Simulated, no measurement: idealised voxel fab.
The document below concerns the process module designated voxel self aligned contacts.
The cross-section on display is named cut; it measures 205 nm wide, and its cells are 5 nm squares.
This document writes a cross-section as a grid whose cells are square, and gives it as bands, listed from the top down; one or more rows of cells form a band.
Per band: top height and bottom height in nm, followed by the left-to-right materials and their widths in nm; "all across" marks a single material spanning edge to edge, "empty" marks empty space.
Below 0: as-received wafer, all one material; heights counted from there. Lowest band: no bottom, goes on down, written "0 down".
Width spec "30->40" -> top row of cells at first value, bottom row at second value, equal per-row change in between.
The designation "nothing different", where it is given for a processing step, indicates that no cell of the cross-section was altered in the course of that step.
You'll see "closed voids" listing empty spaces that have no way open to the top, as long as they're 8 cells or more; the notation is width x height at distance, where the distance is from the left edge, and all of it is in nm.
Post-settings text on a step line: simulator's own remark regarding the step.
overlay nm: mask offset rightward from planned place, masked step; negative means leftward offset.
Planned step list for the process:
1 RECEIVE: material Si
2 OXIDIZE: depth nm 5
3 DIRECTIONAL_DEP: material polySi, thk nm 20
4 DIRECTIONAL_DEP: material SiN, thk nm 15
5 DIRECTIONAL_DEP: material aC, thk nm 10
6 PATTERN: tone cover, mask id GATE, material resist, width nm 30, pitch nm 55, thk nm 25, overlay nm 0
7 DIRECTIONAL_ETCH: etch materials aC, depth nm 10
8 STRIP: etch materials resist
9 DIRECTIONAL_ETCH: etch materials SiN, depth nm 15
10 DIRECTIONAL_ETCH: etch materials polySi, depth nm 20
11 STRIP: etch materials aC
12 CONFORMAL_DEP: material SiN, thk nm 5
13 DIRECTIONAL_ETCH: etch materials SiN, depth nm 5
14 FILL_DEP: material SiO2, thk nm 15
15 CMP: height nm 40
16 DIRECTIONAL_DEP: material aC, thk nm 10
17 PATTERN: tone open, mask id CONTACT, material resist, width nm 35, pitch nm 55, thk nm 30, overlay nm 0
18 DIRECTIONAL_ETCH: etch materials aC, depth nm 10
19 STRIP: etch materials resist
20 DIRECTIONAL_ETCH: etch materials SiO2, depth nm 45
21 STRIP: etch materials aC
22 CONFORMAL_DEP: material TiN, thk nm 5
23 FILL_DEP: material Ru, thk nm 10
24 CMP: height nm 40
25 CONFORMAL_DEP: material SiN, thk nm 5
As-received wafer cross-section (after step 1):
* 0 down  Si all across
* closed voids: none
A wafer at the end: this start, this plan, one mistake:
* 45 to 40  SiN all across
* 40 to 35  60 of SiO2; 10 of TiN; 5 of Ru; 20 of TiN; 20 of SiO2; 10 of TiN; 5 of Ru; 20 of TiN; 55 of SiO2
* 35 to 20  25 of SiO2; 40 of SiN; 5 of TiN; 5 of Ru; 5 of TiN; 40 of SiN; 5 of TiN; 5 of Ru; 5 of TiN; 40 of SiN; 30 of SiO2
* 20 to 0  25 of SiO2; 5 of SiN; 30 of polySi; 5 of SiN; 5 of TiN; 5 of Ru; 5 of TiN; 5 of SiN; 30 of polySi; 5 of SiN; 5 of TiN; 5 of Ru; 5 of TiN; 5 of SiN; 30 of polySi; 5 of SiN; 30 of SiO2
* 0 to -5  65 of SiO2; 15 of TiN; 40 of SiO2; 15 of TiN; 70 of SiO2
* -5 down  Si all across
* closed voids: none
In executing the process, a mistake was made relative to the plan: note that step 17 departed from the planned setting and was carried out as PATTERN: tone open, mask id CONTACT, material resist, width nm 35, pitch nm 55, thk nm 30, overlay nm 5
